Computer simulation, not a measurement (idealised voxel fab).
Process module, titled voxel transistor to metal
For reference, the cross-section in this document is cut, with width 185 nm and square cells of 5 nm.
Bands, listed from the top down, are how a cross-section gets written in this document; the cross-section itself is a grid of square cells, and a band is one or more rows of them.
In this notation a band is specified by the heights of its top and bottom, in that order and in nm, after which its materials appear from left to right, each paired with its width in nm. The word "everywhere" attached to a single material means that material fills the band from edge to edge; the word "air" stands for empty space.
Height is counted from the level 0, under which the received wafer is composed throughout of one material. The lowest of the bands is not closed at the bottom but continues downward, in the notation "0 -> down".
Think of "30 to 40" as a width that walks from the first number to the second as you go down the band, top row to bottom row, taking equal-sized steps from row to row.
The designation "no alteration", where it is given for a processing step, indicates that no cell of the cross-section was altered in the course of that step.
Voids not open to the top, 8 cells minimum: see "Enclosed cavities". Written width x height at distance; distance is from the left edge; nm.
The remark found on a step's line after its settings is issued by the simulator itself and pertains to that step.
The "overlay nm" setting may appear on a step's line; for a step that uses a mask, it gives how far to the right of its planned position the mask lay, and a negative value indicates the left.
-- Here's what the planned process steps look like
1: RECEIVE [material Si]
2: CONFORMAL_DEP [material SiO2] [thk nm 5]
3: CONFORMAL_DEP [material SiN] [thk nm 10]
4: DIRECTIONAL_DEP [material aC] [thk nm 10]
5: PATTERN [tone cover] [mask id ACTIVE] [material resist] [width nm 125] [thk nm 30] [overlay nm 0]
6: DIRECTIONAL_ETCH [etch materials aC] [depth nm 10]
7: STRIP [etch materials resist]
8: DIRECTIONAL_ETCH [etch materials SiN] [depth nm 10]
9: DIRECTIONAL_ETCH [etch materials SiO2] [depth nm 5]
10: DIRECTIONAL_ETCH [etch materials Si] [depth nm 20]
11: STRIP [etch materials aC]
12: FILL_DEP [material SiO2] [thk nm 10]
13: CMP [height nm 15]
14: SELECTIVE_ETCH [etch materials SiO2] [depth nm 5]
15: STRIP [etch materials SiN]
16: SELECTIVE_ETCH [etch materials SiO2] [depth nm 5]
17: OXIDIZE [depth nm 5]
18: DIRECTIONAL_DEP [material polySi] [thk nm 30]
19: DIRECTIONAL_DEP [material SiCN] [thk nm 10]
20: MASKED_ETCH [tone cover] [mask id GATE] [width nm 35] [etch materials SiCN] [depth nm 20] [overlay nm 0]
21: MASKED_ETCH [tone cover] [mask id GATE] [width nm 35] [etch materials polySi] [depth nm 40] [overlay nm 0]
22: CONFORMAL_DEP [material SiN] [thk nm 10]
23: DIRECTIONAL_ETCH [etch materials SiN] [depth nm 10]
24: DIRECTIONAL_ETCH [etch materials SiO2] [depth nm 5]
25: DIRECTIONAL_ETCH [etch materials Si] [depth nm 5]
26: EPI [material SiGe] [thk nm 5]
27: FILL_DEP [material SiO2] [thk nm 5]
28: CMP [height nm 30]
29: STRIP [etch materials polySi]
30: SELECTIVE_ETCH [etch materials SiO2] [depth nm 5]
31: CONFORMAL_DEP [material HfO2] [thk nm 5]
32: CONFORMAL_DEP [material TiN] [thk nm 5]
33: FILL_DEP [material W] [thk nm 5]
34: CMP [height nm 25]
35: DIRECTIONAL_DEP [material SiO2] [thk nm 15]
36: MASKED_ETCH [tone open] [mask id CONTACT] [width nm 20] [pitch nm 95] [etch materials SiO2] [depth nm 45] [overlay nm 0]
37: CONFORMAL_DEP [material TiN] [thk nm 5]
38: FILL_DEP [material Ru] [thk nm 5]
39: CMP [height nm 40]
40: CONFORMAL_DEP [material SiN] [thk nm 5]
41: DIRECTIONAL_DEP [material SiO2] [thk nm 15]
42: PATTERN [tone open] [mask id METAL_1] [material resist] [width nm 20] [pitch nm 95] [thk nm 15] [overlay nm 0]
43: DIRECTIONAL_ETCH [etch materials SiO2] [depth nm 15]
44: DIRECTIONAL_ETCH [etch materials SiN] [depth nm 5]
45: STRIP [etch materials resist]
46: CONFORMAL_DEP [material TiN] [thk nm 5]
47: FILL_DEP [material Cu] [thk nm 10]
48: CMP [height nm 60]
49: CONFORMAL_DEP [material SiN] [thk nm 5]
-- Run as planned: first of two wafers
-- Cross-sectional view of the wafer in its as-received condition, corresponding to the state after step 1
> 0 -> down = Si everywhere
> Enclosed cavities: none
-- Step 2 done - wafer cross-section
> 5 -> 0 = SiO2 everywhere
> Everything below 0 is unchanged.
-- Step 3 done - wafer cross-section
> 15 -> 5 = SiN everywhere
> Everything below 5 is unchanged.
-- Step 4 done - wafer cross-section
> 25 -> 15 = aC everywhere
> Everything below 15 is unchanged.
-- Step 5 done - wafer cross-section
> 55 -> 25 = air (30), resist (125), air (30)
> Everything below 25 is unchanged.
-- Step 6 done - wafer cross-section
> 45 -> 25 = air (30), resist (125), air (30)
> 25 -> 15 = air (30), aC (125), air (30)
> Everything below 15 is unchanged.
-- Step 7 done - wafer cross-section
> 25 -> 15 = air (30), aC (125), air (30)
> Everything below 15 is unchanged.
-- Step 8 done - wafer cross-section
> 25 -> 15 = air (30), aC (125), air (30)
> 15 -> 5 = air (30), SiN (125), air (30)
> Everything below 5 is unchanged.
-- Step 9 done - wafer cross-section
> 25 -> 15 = air (30), aC (125), air (30)
> 15 -> 5 = air (30), SiN (125), air (30)
> 5 -> 0 = air (30), SiO2 (125), air (30)
> Everything below 0 is unchanged.
-- Step 10 done - wafer cross-section
> 25 -> 15 = air (30), aC (125), air (30)
> 15 -> 5 = air (30), SiN (125), air (30)
> 5 -> 0 = air (30), SiO2 (125), air (30)
> 0 -> -20 = air (30), Si (125), air (30)
> Everything below -20 is unchanged.
-- Step 11 done - wafer cross-section
> 15 -> 5 = air (30), SiN (125), air (30)
> Everything below 5 is unchanged.
-- Step 12 done - wafer cross-section
> 25 -> 15 = SiO2 everywhere
> 15 -> 5 = SiO2 (30), SiN (125), SiO2 (30)
> 5 -> 0 = SiO2 everywhere
> 0 -> -20 = SiO2 (30), Si (125), SiO2 (30)
> Everything below -20 is unchanged.
-- Step 13 done - wafer cross-section
> 15 -> 5 = SiO2 (30), SiN (125), SiO2 (30)
> Everything below 5 is unchanged.
-- Step 14 done - wafer cross-section
> 15 -> 10 = air (30), SiN (125), air (30)
> Everything below 10 is unchanged.
-- Step 15 done - wafer cross-section
> 10 -> 5 = SiO2 (30), air (125), SiO2 (30)
> Everything below 5 is unchanged.
-- Step 16 done - wafer cross-section
> 5 -> 0 = SiO2 (25), air (135), SiO2 (25)
> Everything below 0 is unchanged.
-- Step 17 done - wafer cross-section
> 5 -> 0 = SiO2 (25), air (135), SiO2 (25)
> 0 -> -5 = SiO2 everywhere
> Everything below -5 is unchanged.
-- Step 18 done - wafer cross-section
> 35 -> 30 = polySi (25), air (135), polySi (25)
> 30 -> 5 = polySi everywhere
> 5 -> 0 = SiO2 (25), polySi (135), SiO2 (25)
> Everything below 0 is unchanged.
-- Step 19 done - wafer cross-section
> 45 -> 40 = SiCN (25), air (135), SiCN (25)
> 40 -> 35 = SiCN everywhere
> 35 -> 30 = polySi (25), SiCN (135), polySi (25)
> Everything below 30 is unchanged.
-- Step 20 done - wafer cross-section
> 40 -> 35 = air (75), SiCN (35), air (75)
> 35 -> 30 = polySi (25), air (50), SiCN (35), air (50), polySi (25)
> Everything below 30 is unchanged.
-- Step 21 done - wafer cross-section
> 40 -> 30 = air (75), SiCN (35), air (75)
> 30 -> 5 = air (75), polySi (35), air (75)
> 5 -> 0 = SiO2 (25), air (50), polySi (35), air (50), SiO2 (25)
> Everything below 0 is unchanged.
-- Step 22 done - wafer cross-section
> 50 -> 40 = air (65), SiN (55), air (65)
> 40 -> 30 = air (65), SiN (10), SiCN (35), SiN (10), air (65)
> 30 -> 15 = air (65), SiN (10), polySi (35), SiN (10), air (65)
> 15 -> 10 = SiN (35), air (30), SiN (10), polySi (35), SiN (10), air (30), SiN (35)
> 10 -> 5 = SiN (75), polySi (35), SiN (75)
> 5 -> 0 = SiO2 (25), SiN (50), polySi (35), SiN (50), SiO2 (25)
> Everything below 0 is unchanged.
-- Step 23 done - wafer cross-section
> 40 -> 30 = air (65), SiN (10), SiCN (35), SiN (10), air (65)
> 30 -> 5 = air (65), SiN (10), polySi (35), SiN (10), air (65)
> 5 -> 0 = SiO2 (25), SiN (10), air (30), SiN (10), polySi (35), SiN (10), air (30), SiN (10), SiO2 (25)
> Everything below 0 is unchanged.
-- Step 24 done - wafer cross-section
> 40 -> 30 = air (65), SiN (10), SiCN (35), SiN (10), air (65)
> 30 -> 5 = air (65), SiN (10), polySi (35), SiN (10), air (65)
> 5 -> 0 = air (25), SiN (10), air (30), SiN (10), polySi (35), SiN (10), air (30), SiN (10), air (25)
> 0 -> -5 = SiO2 (35), air (30), SiO2 (55), air (30), SiO2 (35)
> Everything below -5 is unchanged.
-- Step 25 done - wafer cross-section
> 40 -> 30 = air (65), SiN (10), SiCN (35), SiN (10), air (65)
> 30 -> 5 = air (65), SiN (10), polySi (35), SiN (10), air (65)
> 5 -> 0 = air (25), SiN (10), air (30), SiN (10), polySi (35), SiN (10), air (30), SiN (10), air (25)
> 0 -> -5 = SiO2 (35), air (30), SiO2 (55), air (30), SiO2 (35)
> -5 -> -10 = SiO2 (30), Si (5), air (30), Si (55), air (30), Si (5), SiO2 (30)
> Everything below -10 is unchanged.
-- Step 26 done - wafer cross-section
> 40 -> 30 = air (65), SiN (10), SiCN (35), SiN (10), air (65)
> 30 -> 5 = air (65), SiN (10), polySi (35), SiN (10), air (65)
> 5 -> 0 = air (25), SiN (10), air (30), SiN (10), polySi (35), SiN (10), air (30), SiN (10), air (25)
> 0 -> -5 = SiO2 (35), SiGe (5), air (20), SiGe (5), SiO2 (55), SiGe (5), air (20), SiGe (5), SiO2 (35)
> -5 -> -10 = SiO2 (30), Si (5), SiGe (30), Si (55), SiGe (30), Si (5), SiO2 (30)
> Everything below -10 is unchanged.
-- Step 27 done - wafer cross-section
> 45 -> 40 = SiO2 everywhere
> 40 -> 30 = SiO2 (65), SiN (10), SiCN (35), SiN (10), SiO2 (65)
> 30 -> 5 = SiO2 (65), SiN (10), polySi (35), SiN (10), SiO2 (65)
> 5 -> 0 = SiO2 (25), SiN (10), SiO2 (30), SiN (10), polySi (35), SiN (10), SiO2 (30), SiN (10), SiO2 (25)
> 0 -> -5 = SiO2 (35), SiGe (5), SiO2 (20), SiGe (5), SiO2 (55), SiGe (5), SiO2 (20), SiGe (5), SiO2 (35)
> Everything below -5 is unchanged.
-- Step 28 done - wafer cross-section
> 30 -> 5 = SiO2 (65), SiN (10), polySi (35), SiN (10), SiO2 (65)
> Everything below 5 is unchanged.
-- Step 29 done - wafer cross-section
> 30 -> 5 = SiO2 (65), SiN (10), air (35), SiN (10), SiO2 (65)
> 5 -> 0 = SiO2 (25), SiN (10), SiO2 (30), SiN (10), air (35), SiN (10), SiO2 (30), SiN (10), SiO2 (25)
> Everything below 0 is unchanged.
-- Step 30 done - wafer cross-section
> 30 -> 25 = air (65), SiN (10), air (35), SiN (10), air (65)
> 25 -> 5 = SiO2 (65), SiN (10), air (35), SiN (10), SiO2 (65)
> 5 -> 0 = SiO2 (25), SiN (10), SiO2 (30), SiN (10), air (35), SiN (10), SiO2 (30), SiN (10), SiO2 (25)
> 0 -> -5 = SiO2 (35), SiGe (5), SiO2 (20), SiGe (5), SiO2 (5), air (45), SiO2 (5), SiGe (5), SiO2 (20), SiGe (5), SiO2 (35)
> Everything below -5 is unchanged.
-- Step 31 done - wafer cross-section
> 35 -> 30 = air (60), HfO2 (20), air (25), HfO2 (20), air (60)
> 30 -> 25 = HfO2 (65), SiN (10), HfO2 (5), air (25), HfO2 (5), SiN (10), HfO2 (65)
> 25 -> 5 = SiO2 (65), SiN (10), HfO2 (5), air (25), HfO2 (5), SiN (10), SiO2 (65)
> 5 -> 0 = SiO2 (25), SiN (10), SiO2 (30), SiN (10), HfO2 (5), air (25), HfO2 (5), SiN (10), SiO2 (30), SiN (10), SiO2 (25)
> 0 -> -5 = SiO2 (35), SiGe (5), SiO2 (20), SiGe (5), SiO2 (5), HfO2 (45), SiO2 (5), SiGe (5), SiO2 (20), SiGe (5), SiO2 (35)
> Everything below -5 is unchanged.
-- Step 32 done - wafer cross-section
> 40 -> 35 = air (55), TiN (30), air (15), TiN (30), air (55)
> 35 -> 30 = TiN (60), HfO2 (20), TiN (5), air (15), TiN (5), HfO2 (20), TiN (60)
> 30 -> 25 = HfO2 (65), SiN (10), HfO2 (5), TiN (5), air (15), TiN (5), HfO2 (5), SiN (10), HfO2 (65)
> 25 -> 5 = SiO2 (65), SiN (10), HfO2 (5), TiN (5), air (15), TiN (5), HfO2 (5), SiN (10), SiO2 (65)
> 5 -> 0 = SiO2 (25), SiN (10), SiO2 (30), SiN (10), HfO2 (5), TiN (25), HfO2 (5), SiN (10), SiO2 (30), SiN (10), SiO2 (25)
> Everything below 0 is unchanged.
-- Step 33 done - wafer cross-section
> 45 -> 40 = W everywhere
> 40 -> 35 = W (55), TiN (30), W (15), TiN (30), W (55)
> 35 -> 30 = TiN (60), HfO2 (20), TiN (5), W (15), TiN (5), HfO2 (20), TiN (60)
> 30 -> 25 = HfO2 (65), SiN (10), HfO2 (5), TiN (5), W (15), TiN (5), HfO2 (5), SiN (10), HfO2 (65)
> 25 -> 5 = SiO2 (65), SiN (10), HfO2 (5), TiN (5), W (15), TiN (5), HfO2 (5), SiN (10), SiO2 (65)
> Everything below 5 is unchanged.
-- Step 34 done - wafer cross-section
> 25 -> 5 = SiO2 (65), SiN (10), HfO2 (5), TiN (5), W (15), TiN (5), HfO2 (5), SiN (10), SiO2 (65)
> Everything below 5 is unchanged.
-- Step 35 done - wafer cross-section
> 40 -> 25 = SiO2 everywhere
> Everything below 25 is unchanged.
-- Step 36 done - wafer cross-section
> 40 -> 25 = SiO2 (35), air (20), SiO2 (75), air (20), SiO2 (35)
> 25 -> 5 = SiO2 (35), air (20), SiO2 (10), SiN (10), HfO2 (5), TiN (5), W (15), TiN (5), HfO2 (5), SiN (10), SiO2 (10), air (20), SiO2 (35)
> 5 -> 0 = SiO2 (25), SiN (10), air (20), SiO2 (10), SiN (10), HfO2 (5), TiN (25), HfO2 (5), SiN (10), SiO2 (10), air (20), SiN (10), SiO2 (25)
> 0 -> -5 = SiO2 (35), SiGe (5), air (15), SiO2 (5), SiGe (5), SiO2 (5), HfO2 (45), SiO2 (5), SiGe (5), SiO2 (5), air (15), SiGe (5), SiO2 (35)
> Everything below -5 is unchanged.
-- Step 37 done - wafer cross-section
> 45 -> 40 = TiN (40), air (10), TiN (85), air (10), TiN (40)
> 40 -> 25 = SiO2 (35), TiN (5), air (10), TiN (5), SiO2 (75), TiN (5), air (10), TiN (5), SiO2 (35)
> 25 -> 5 = SiO2 (35), TiN (5), air (10), TiN (5), SiO2 (10), SiN (10), HfO2 (5), TiN (5), W (15), TiN (5), HfO2 (5), SiN (10), SiO2 (10), TiN (5), air (10), TiN (5), SiO2 (35)
> 5 -> 0 = SiO2 (25), SiN (10), TiN (10), air (5), TiN (5), SiO2 (10), SiN (10), HfO2 (5), TiN (25), HfO2 (5), SiN (10), SiO2 (10), TiN (5), air (5), TiN (10), SiN (10), SiO2 (25)
> 0 -> -5 = SiO2 (35), SiGe (5), TiN (15), SiO2 (5), SiGe (5), SiO2 (5), HfO2 (45), SiO2 (5), SiGe (5), SiO2 (5), TiN (15), SiGe (5), SiO2 (35)
> Everything below -5 is unchanged.
-- Step 38 done - wafer cross-section
> 50 -> 45 = Ru everywhere
> 45 -> 40 = TiN (40), Ru (10), TiN (85), Ru (10), TiN (40)
> 40 -> 25 = SiO2 (35), TiN (5), Ru (10), TiN (5), SiO2 (75), TiN (5), Ru (10), TiN (5), SiO2 (35)
> 25 -> 5 = SiO2 (35), TiN (5), Ru (10), TiN (5), SiO2 (10), SiN (10), HfO2 (5), TiN (5), W (15), TiN (5), HfO2 (5), SiN (10), SiO2 (10), TiN (5), Ru (10), TiN (5), SiO2 (35)
> 5 -> 0 = SiO2 (25), SiN (10), TiN (10), Ru (5), TiN (5), SiO2 (10), SiN (10), HfO2 (5), TiN (25), HfO2 (5), SiN (10), SiO2 (10), TiN (5), Ru (5), TiN (10), SiN (10), SiO2 (25)
> Everything below 0 is unchanged.
-- Step 39 done - wafer cross-section
> 40 -> 25 = SiO2 (35), TiN (5), Ru (10), TiN (5), SiO2 (75), TiN (5), Ru (10), TiN (5), SiO2 (35)
> Everything below 25 is unchanged.
-- Step 40 done - wafer cross-section
> 45 -> 40 = SiN everywhere
> Everything below 40 is unchanged.
-- Step 41 done - wafer cross-section
> 60 -> 45 = SiO2 everywhere
> Everything below 45 is unchanged.
-- Step 42 done - wafer cross-section
> 75 -> 60 = resist (35), air (20), resist (75), air (20), resist (35)
> Everything below 60 is unchanged.
-- Step 43 done - wafer cross-section
> 75 -> 60 = resist (35), air (20), resist (75), air (20), resist (35)
> 60 -> 45 = SiO2 (35), air (20), SiO2 (75), air (20), SiO2 (35)
> Everything below 45 is unchanged.
-- Step 44 done - wafer cross-section
> 75 -> 60 = resist (35), air (20), resist (75), air (20), resist (35)
> 60 -> 45 = SiO2 (35), air (20), SiO2 (75), air (20), SiO2 (35)
> 45 -> 40 = SiN (35), air (20), SiN (75), air (20), SiN (35)
> Everything below 40 is unchanged.
-- Step 45 done - wafer cross-section
> 60 -> 45 = SiO2 (35), air (20), SiO2 (75), air (20), SiO2 (35)
> Everything below 45 is unchanged.
-- Step 46 done - wafer cross-section
> 65 -> 60 = TiN (40), air (10), TiN (85), air (10), TiN (40)
> 60 -> 45 = SiO2 (35), TiN (5), air (10), TiN (5), SiO2 (75), TiN (5), air (10), TiN (5), SiO2 (35)
> 45 -> 40 = SiN (35), TiN (20), SiN (75), TiN (20), SiN (35)
> Everything below 40 is unchanged.
-- Step 47 done - wafer cross-section
> 75 -> 65 = Cu everywhere
> 65 -> 60 = TiN (40), Cu (10), TiN (85), Cu (10), TiN (40)
> 60 -> 45 = SiO2 (35), TiN (5), Cu (10), TiN (5), SiO2 (75), TiN (5), Cu (10), TiN (5), SiO2 (35)
> Everything below 45 is unchanged.
-- Step 48 done - wafer cross-section
> 60 -> 45 = SiO2 (35), TiN (5), Cu (10), TiN (5), SiO2 (75), TiN (5), Cu (10), TiN (5), SiO2 (35)
> Everything below 45 is unchanged.
-- Step 49 done - wafer cross-section
> 65 -> 60 = SiN everywhere
> Everything below 60 is unchanged.
-- Okay, second wafer. Nothing different at the start, nothing different in the plan, just one mistake somewhere in the running. As far as step 34, counting that step, it's the first wafer all over again
-- when step 35 should have ended
> 25 -> 5 = SiO2 (35), air (20), SiO2 (10), SiN (10), HfO2 (5), TiN (5), W (15), TiN (5), HfO2 (5), SiN (10), SiO2 (10), air (20), SiO2 (35)
> 5 -> 0 = SiO2 (25), SiN (10), air (20), SiO2 (10), SiN (10), HfO2 (5), TiN (25), HfO2 (5), SiN (10), SiO2 (10), air (20), SiN (10), SiO2 (25)
> 0 -> -5 = SiO2 (35), SiGe (5), air (15), SiO2 (5), SiGe (5), SiO2 (5), HfO2 (45), SiO2 (5), SiGe (5), SiO2 (5), air (15), SiGe (5), SiO2 (35)
> Everything below -5 is unchanged.
-- when step 36 should have ended
> 40 -> 25 = SiO2 (35), air (20), SiO2 (75), air (20), SiO2 (35)
> 25 -> 15 = SiO2 (35), air (20), SiO2 (10), SiN (10), HfO2 (5), TiN (5), W (15), TiN (5), HfO2 (5), SiN (10), SiO2 (10), air (20), SiO2 (35)
> 15 -> 10 = SiO2 (40), air (15), SiO2 (10), SiN (10), HfO2 (5), TiN (5), W (15), TiN (5), HfO2 (5), SiN (10), SiO2 (10), air (15), SiO2 (40)
> 10 -> 5 = SiO2 (65), SiN (10), HfO2 (5), TiN (5), W (15), TiN (5), HfO2 (5), SiN (10), SiO2 (65)
> 5 -> 0 = SiO2 (25), SiN (10), SiO2 (30), SiN (10), HfO2 (5), TiN (25), HfO2 (5), SiN (10), SiO2 (30), SiN (10), SiO2 (25)
> 0 -> -5 = SiO2 (35), SiGe (5), SiO2 (20), SiGe (5), SiO2 (5), HfO2 (45), SiO2 (5), SiGe (5), SiO2 (20), SiGe (5), SiO2 (35)
> Everything below -5 is unchanged.
-- when step 37 should have ended
> 45 -> 40 = TiN (40), air (10), TiN (85), air (10), TiN (40)
> 40 -> 25 = SiO2 (35), TiN (5), air (10), TiN (5), SiO2 (75), TiN (5), air (10), TiN (5), SiO2 (35)
> 25 -> 15 = SiO2 (35), TiN (5 to 10), air (10 to 5), TiN (5), SiO2 (10), SiN (10), HfO2 (5), TiN (5), W (15), TiN (5), HfO2 (5), SiN (10), SiO2 (10), TiN (5), air (10 to 5), TiN (5 to 10), SiO2 (35)
> 15 -> 10 = SiO2 (40), TiN (15), SiO2 (10), SiN (10), HfO2 (5), TiN (5), W (15), TiN (5), HfO2 (5), SiN (10), SiO2 (10), TiN (15), SiO2 (40)
> Everything below 10 is unchanged.
-- when step 38 should have ended
> 50 -> 45 = Ru everywhere
> 45 -> 40 = TiN (40), Ru (10), TiN (85), Ru (10), TiN (40)
> 40 -> 25 = SiO2 (35), TiN (5), Ru (10), TiN (5), SiO2 (75), TiN (5), Ru (10), TiN (5), SiO2 (35)
> 25 -> 15 = SiO2 (35), TiN (5 to 10), Ru (10 to 5), TiN (5), SiO2 (10), SiN (10), HfO2 (5), TiN (5), W (15), TiN (5), HfO2 (5), SiN (10), SiO2 (10), TiN (5), Ru (10 to 5), TiN (5 to 10), SiO2 (35)
> Everything below 15 is unchanged.
-- when step 39 should have ended
> 40 -> 25 = SiO2 (35), TiN (5), Ru (10), TiN (5), SiO2 (75), TiN (5), Ru (10), TiN (5), SiO2 (35)
> Everything below 25 is unchanged.
-- when step 40 should have ended
> 45 -> 40 = SiN everywhere
> Everything below 40 is unchanged.
-- when step 41 should have ended
> 60 -> 45 = SiO2 everywhere
> Everything below 45 is unchanged.
-- when step 42 should have ended
> 75 -> 60 = resist (35), air (20), resist (75), air (20), resist (35)
> Everything below 60 is unchanged.
-- when step 43 should have ended
> 75 -> 60 = resist (35), air (20), resist (75), air (20), resist (35)
> 60 -> 45 = SiO2 (35), air (20), SiO2 (75), air (20), SiO2 (35)
> Everything below 45 is unchanged.
-- when step 44 should have ended
> 75 -> 60 = resist (35), air (20), resist (75), air (20), resist (35)
> 60 -> 45 = SiO2 (35), air (20), SiO2 (75), air (20), SiO2 (35)
> 45 -> 40 = SiN (35), air (20), SiN (75), air (20), SiN (35)
> Everything below 40 is unchanged.
-- when step 45 should have ended
> 60 -> 45 = SiO2 (35), air (20), SiO2 (75), air (20), SiO2 (35)
> Everything below 45 is unchanged.
-- when step 46 should have ended
> 65 -> 60 = TiN (40), air (10), TiN (85), air (10), TiN (40)
> 60 -> 45 = SiO2 (35), TiN (5), air (10), TiN (5), SiO2 (75), TiN (5), air (10), TiN (5), SiO2 (35)
> 45 -> 40 = SiN (35), TiN (20), SiN (75), TiN (20), SiN (35)
> Everything below 40 is unchanged.
-- when step 47 should have ended
> 75 -> 65 = Cu everywhere
> 65 -> 60 = TiN (40), Cu (10), TiN (85), Cu (10), TiN (40)
> 60 -> 45 = SiO2 (35), TiN (5), Cu (10), TiN (5), SiO2 (75), TiN (5), Cu (10), TiN (5), SiO2 (35)
> Everything below 45 is unchanged.
-- when step 48 should have ended
> 60 -> 45 = SiO2 (35), TiN (5), Cu (10), TiN (5), SiO2 (75), TiN (5), Cu (10), TiN (5), SiO2 (35)
> Everything below 45 is unchanged.
-- when step 49 should have ended
> 65 -> 60 = SiN everywhere
> Everything below 60 is unchanged.
Short version of what went wrong: sequence error: steps 35 and 36 interchanged
Once processing is complete, comparing cell counts shows that the second wafer has more or fewer of certain materials than the first: 12 fewer of Ru, 24 more of SiO2, 12 fewer of TiN
